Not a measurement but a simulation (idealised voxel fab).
Process module heading - voxel ribs on slabs
We display cut, a cross-section 240 nm in width whose square cells are each 5 nm.
Cross-section layout: square cells on a grid; listed as bands, top to bottom; a band spans one or more cell rows. What a band's entry tells you: where the top is and where the bottom is, as heights in nm, and after that what lies inside, material by material from left to right, each with its width in nm. Empty space is written as the word "air", and a single material marked with the word "everywhere" occupies the band from edge to edge. We count height from 0. Below that, the starting wafer is all one material. The lowest band never ends at the bottom but goes on down; see "0 nm and below" for how that is written. You'd read "30->40" like this: the band's top row of cells is as wide as the first number, its bottom row is as wide as the second, and going down, every row changes width by the same amount as the row before did. "nothing was modified" (step): cross-section cells unchanged, all of them. In "Listed closed voids" the enclosed voids are listed, meaning empty spaces of 8 cells or larger without any opening to the top. The form is width x height at distance, distance from the left edge, units nm. Step line, after settings: the simulator's comment on this step. Among the settings permitted on a step's line is "overlay nm"; applied to a step with a mask, it specifies the extent to which the mask lay to the right of its planned position, whereas a negative figure signifies a position to the left.
Process steps - plan
step 1: RECEIVE: material Si
step 2: DIRECTIONAL_DEP: material SiO2, thk nm 30
step 3: DIRECTIONAL_DEP: material SiN, thk nm 20
step 4: PATTERN: tone cover, mask id RIB, material resist, width nm 20, thk nm 15, overlay nm 0
step 5: DIRECTIONAL_ETCH: etch materials SiN, depth nm 10
step 6: STRIP: etch materials resist
step 7: PATTERN: tone cover, mask id SLAB, material resist, width nm 70, thk nm 15, overlay nm -15
step 8: DIRECTIONAL_ETCH: etch materials SiN, depth nm 10
step 9: STRIP: etch materials resist
step 10: FILL_DEP: material SiO2, thk nm 30
step 11: CMP: height nm 70
step 12: DIRECTIONAL_DEP: material W, thk nm 10
step 13: MASKED_ETCH: tone cover, mask id HEATER, width nm 30, etch materials W, depth nm 10, overlay nm 0
step 14: CONFORMAL_DEP: material SiO2, thk nm 10
Among the wafers covered here, the point of difference is the overlay nm at step 7; their starting state is shared, and the plan presents the value of the first wafer.
Step 1 complete: as-received cross-section of the first of several wafers
* 0 nm and below: Si everywhere
* Listed closed voids: none
Row per wafer, end-of-module: cell gain (+)/loss (-) by material since the wafer came in, then closed voids
overlay nm -15 | +36 SiN | +740 SiO2 | +12 W | Listed closed voids: none
overlay nm -10 | +36 SiN | +740 SiO2 | +12 W | Listed closed voids: none
overlay nm -5 | +36 SiN | +740 SiO2 | +12 W | Listed closed voids: none
overlay nm 0 | +36 SiN | +740 SiO2 | +12 W | Listed closed voids: none
overlay nm 5 | +36 SiN | +740 SiO2 | +12 W | Listed closed voids: none
overlay nm 10 | +36 SiN | +740 SiO2 | +12 W | Listed closed voids: none
overlay nm 15 | +36 SiN | +740 SiO2 | +12 W | Listed closed voids: none
